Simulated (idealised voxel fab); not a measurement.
Title: Process Module voxel gate over fins
FYI the section here is cut, 230 nm wide, cells are 5 nm squares.
If you're reading a cross-section in this doc, picture square cells in a grid; it comes to you as bands, top ones listed first down to the bottom, and a band can be one or more rows of cells. Basically the band line says how high the top is and how high the bottom is, in nm, and then what's in it from left to right, every material with its width in nm. Empty space shows up as "air", and if a single material carries "full width" it runs the full band edge to edge. Counting heights begins at 0, where everything beneath is, in the wafer as received, one material. The lowest band has no bottom; it goes on downwards, as "0 down" shows. Width "30->40": first value at the band's top row of cells, second value at its bottom row, equal change from row to row. Any step labelled "left unchanged" changed none of the cells in the cross-section. Heads up: "Voids, enclosed" only lists the empty pockets with no open path to the top that are 8 cells or more, and it writes them as width x height at distance, distance from the left edge, in nm. Step line, after settings: the simulator's comment on this step. overlay nm, on a step with a mask: how far to the right of its planned place the mask lay; to the left if negative.
These are the steps we planned for the process
1: RECEIVE (material Si)
2: CONFORMAL_DEP (material SiN; thk nm 5)
3: DIRECTIONAL_DEP (material aC; thk nm 15)
4: PATTERN (tone cover; mask id FINS; material resist; width nm 15; pitch nm 45; thk nm 30; overlay nm 0)
5: DIRECTIONAL_ETCH (etch materials aC; depth nm 15)
6: STRIP (etch materials resist)
7: DIRECTIONAL_ETCH (etch materials SiN; depth nm 5)
8: DIRECTIONAL_ETCH (etch materials Si; depth nm 40)
9: STRIP (etch materials aC)
10: OXIDIZE (depth nm 5)
11: FILL_DEP (material SiO2; thk nm 15)
12: CMP (height nm 5)
13: SELECTIVE_ETCH (etch materials SiO2; depth nm 15)
14: STRIP (etch materials SiN)
15: CONFORMAL_DEP (material HfO2; thk nm 5)
16: CONFORMAL_DEP (material TiN; thk nm 5)
17: CONFORMAL_DEP (material TiAl; thk nm 5)
18: CONFORMAL_DEP (material TiN; thk nm 5)
19: FILL_DEP (material W; thk nm 10)
20: CMP (height nm 25)
21: CONFORMAL_DEP (material SiN; thk nm 10)
Cross-section of the wafer as it came to us, i.e., already through step 1
	0 down: Si full width
	Voids, enclosed: none
First wafer at the end, as planned
	35 to 25: SiN full width
	25 to 20: W full width
	20 to 15: W 25  TiN 180  W 25
	15 to 10: W 25  TiN 5  TiAl 35  TiN 10  TiAl 35  TiN 10  TiAl 35  TiN 10  TiAl 35  TiN 5  W 25
	10 to 5: TiN 30  TiAl 5  TiN 25  TiAl 5  TiN 10  TiAl 5  TiN 25  TiAl 5  TiN 10  TiAl 5  TiN 25  TiAl 5  TiN 10  TiAl 5  TiN 25  TiAl 5  TiN 30
	5 to 0: TiAl 35  TiN 5  HfO2 15  TiN 5  TiAl 20  TiN 5  HfO2 15  TiN 5  TiAl 20  TiN 5  HfO2 15  TiN 5  TiAl 20  TiN 5  HfO2 15  TiN 5  TiAl 35
	0 to -5: TiN 40  HfO2 5  Si 5  HfO2 5  TiN 30  HfO2 5  Si 5  HfO2 5  TiN 30  HfO2 5  Si 5  HfO2 5  TiN 30  HfO2 5  Si 5  HfO2 5  TiN 40
	-5 to -10: HfO2 45  Si 5  HfO2 40  Si 5  HfO2 40  Si 5  HfO2 40  Si 5  HfO2 45
	-10 to -45: SiO2 45  Si 5  SiO2 40  Si 5  SiO2 40  Si 5  SiO2 40  Si 5  SiO2 45
	-45 down: Si full width
	Voids, enclosed: none
Second wafer at the end: like start, like plan, one mistake
	35 to 25: SiN full width
	25 to 20: W full width
	20 to 15: TiN full width
	15 to 10: TiAl full width
	10 to 5: TiN 45  TiAl 5  TiN 40  TiAl 5  TiN 40  TiAl 5  TiN 40  TiAl 5  TiN 45
	5 to 0: HfO2 40  TiN 5  TiAl 5  TiN 5  HfO2 30  TiN 5  TiAl 5  TiN 5  HfO2 30  TiN 5  TiAl 5  TiN 5  HfO2 30  TiN 5  TiAl 5  TiN 5  HfO2 40
	0 to -5: Si 35  HfO2 5  TiN 15  HfO2 5  Si 20  HfO2 5  TiN 15  HfO2 5  Si 20  HfO2 5  TiN 15  HfO2 5  Si 20  HfO2 5  TiN 15  HfO2 5  Si 35
	-5 to -10: Si 35  HfO2 25  Si 20  HfO2 25  Si 20  HfO2 25  Si 20  HfO2 25  Si 35
	-10 to -45: Si 35  SiO2 25  Si 20  SiO2 25  Si 20  SiO2 25  Si 20  SiO2 25  Si 35
	-45 down: Si full width
	Voids, enclosed: none
Processing error: step 4 did not use the planned setting and instead ran as PATTERN (tone open; mask id FINS; material resist; width nm 15; pitch nm 45; thk nm 30; overlay nm 0)
End check, counted in cells, second wafer has more or fewer of these materials than the first: +198 Si | -154 SiO2 | -8 TiAl | -16 TiN | -20 W
